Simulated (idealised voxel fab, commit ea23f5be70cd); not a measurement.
process module | voxel transistor to metal
cross-section cut | 170 nm wide | cells 5 nm
A cross-section is a grid of square cells, given in bands from the top down. A band is one or more rows of cells.
Each band's line starts with the height of the band's top and of its bottom, in nm. Then come its materials from left to right, each with its width in nm. One material with "throughout" fills the band from edge to edge. "air" is empty space.
Height 0 is the level under which the wafer as received is all one material. The lowest band goes on downwards, as in "0 down".
A width such as "30 to 40" changes by the same amount from each row of cells to the next, from the band's top row to its bottom row.
"no change" after a step means that no cell of the cross-section changed.
closed voids: empty space of 8 cells or more with no open way to the top, each as width x height at its distance from the left edge, in nm
after a step's settings: what the simulator itself notes on the step
overlay nm, on a step with a mask: how far to the right of its planned place the mask lay; to the left if negative
plan
1 op RECEIVE | material Si
2 op OXIDIZE | depth nm 5
3 op CONFORMAL_DEP | material SiN | thk nm 15
4 op PATTERN | tone cover | mask id ACTIVE | material resist | width nm 95 | thk nm 15 | overlay nm 0
5 op DIRECTIONAL_ETCH | etch materials SiN | depth nm 15
6 op DIRECTIONAL_ETCH | etch materials SiO2 | depth nm 5
7 op DIRECTIONAL_ETCH | etch materials Si | depth nm 25
8 op STRIP | etch materials resist
9 op OXIDIZE | depth nm 5
10 op FILL_DEP | material SiO2 | thk nm 10
11 op CMP | height nm 15
12 op SELECTIVE_ETCH | etch materials SiO2 | depth nm 15
13 op STRIP | etch materials SiN
14 op SELECTIVE_ETCH | etch materials SiO2 | depth nm 5
15 op OXIDIZE | depth nm 5
16 op DIRECTIONAL_DEP | material polySi | thk nm 30
17 op DIRECTIONAL_DEP | material SiCN | thk nm 10
18 op MASKED_ETCH | tone cover | mask id GATE | width nm 25 | etch materials SiCN | depth nm 20 | overlay nm 0
19 op MASKED_ETCH | tone cover | mask id GATE | width nm 25 | etch materials polySi | depth nm 40 | overlay nm 0
20 op CONFORMAL_DEP | material SiN | thk nm 10
21 op DIRECTIONAL_ETCH | etch materials SiN | depth nm 10
22 op DIRECTIONAL_ETCH | etch materials SiO2 | depth nm 5
23 op EPI | material nSi | thk nm 5
24 op FILL_DEP | material SiO2 | thk nm 5
25 op CMP | height nm 35
26 op DIRECTIONAL_DEP | material SiO2 | thk nm 15
27 op PATTERN | tone open | mask id CONTACT | material resist | width nm 25 | pitch nm 60 | thk nm 15 | overlay nm 0
28 op DIRECTIONAL_ETCH | etch materials SiO2 | depth nm 55
29 op STRIP | etch materials resist
30 op CONFORMAL_DEP | material TiN | thk nm 5
31 op FILL_DEP | material Ru | thk nm 5
32 op CMP | height nm 50
33 op CONFORMAL_DEP | material SiN | thk nm 5
34 op DIRECTIONAL_DEP | material SiO2 | thk nm 20
35 op PATTERN | tone open | mask id METAL_1 | material resist | width nm 15 | pitch nm 70 | thk nm 15 | overlay nm 0
36 op DIRECTIONAL_ETCH | etch materials SiO2 | depth nm 20
37 op DIRECTIONAL_ETCH | etch materials SiN | depth nm 5
38 op STRIP | etch materials resist
39 op CONFORMAL_DEP | material TiN | thk nm 5
40 op FILL_DEP | material Ru | thk nm 10
41 op CMP | height nm 75
42 op CONFORMAL_DEP | material SiN | thk nm 5
as received, after step 1
  0 down: Si throughout
  closed voids: none
first wafer at the end, as planned
  80 to 75: SiN throughout
  75 to 55: SiO2 40 | TiN 5 | Ru 5 | TiN 5 | SiO2 55 | TiN 5 | Ru 5 | TiN 5 | SiO2 45
  55 to 50: SiN 40 | TiN 15 | SiN 55 | TiN 15 | SiN 45
  50 to 40: SiO2 40 | TiN 5 | Ru 15 | TiN 5 | SiO2 35 | TiN 5 | Ru 15 | TiN 5 | SiO2 45
  40 to 35: SiO2 40 | TiN 5 | Ru 10 | TiN 10 | SiO2 35 | TiN 10 | Ru 10 | TiN 5 | SiO2 45
  35 to 25: SiO2 40 | TiN 5 | Ru 10 | TiN 5 | SiN 10 | SiCN 25 | SiN 10 | TiN 5 | Ru 10 | TiN 5 | SiO2 45
  25 to 0: SiO2 40 | TiN 5 | Ru 10 | TiN 5 | SiN 10 | polySi 25 | SiN 10 | TiN 5 | Ru 10 | TiN 5 | SiO2 45
  0 to -5: SiO2 40 | TiN 20 | SiN 10 | polySi 25 | SiN 10 | TiN 20 | SiO2 45
  -5 to -10: SiO2 35 | nSi 25 | SiO2 45 | nSi 25 | SiO2 40
  -10 to -35: SiO2 40 | Si 85 | SiO2 45
  -35 down: Si throughout
  closed voids: none
second wafer at the end: like start, like plan, one mistake
  80 to 75: SiN throughout
  75 to 55: SiO2 50 | TiN 5 | Ru 5 | TiN 5 | SiO2 55 | TiN 5 | Ru 5 | TiN 5 | SiO2 35
  55 to 50: SiN 50 | TiN 15 | SiN 55 | TiN 15 | SiN 35
  50 to 40: SiO2 40 | TiN 5 | Ru 15 | TiN 5 | SiO2 35 | TiN 5 | Ru 15 | TiN 5 | SiO2 45
  40 to 35: SiO2 40 | TiN 5 | Ru 10 | TiN 10 | SiO2 35 | TiN 10 | Ru 10 | TiN 5 | SiO2 45
  35 to 25: SiO2 40 | TiN 5 | Ru 10 | TiN 5 | SiN 10 | SiCN 25 | SiN 10 | TiN 5 | Ru 10 | TiN 5 | SiO2 45
  25 to 0: SiO2 40 | TiN 5 | Ru 10 | TiN 5 | SiN 10 | polySi 25 | SiN 10 | TiN 5 | Ru 10 | TiN 5 | SiO2 45
  0 to -5: SiO2 40 | TiN 20 | SiN 10 | polySi 25 | SiN 10 | TiN 20 | SiO2 45
  -5 to -10: SiO2 35 | nSi 25 | SiO2 45 | nSi 25 | SiO2 40
  -10 to -35: SiO2 40 | Si 85 | SiO2 45
  -35 down: Si throughout
  closed voids: none
what went wrong: step 35 ran as: op PATTERN | tone open | mask id METAL_1 | material resist | width nm 15 | pitch nm 70 | thk nm 15 | overlay nm 10
at the end the second wafer has, in cells: as many of each material as the first, in other places
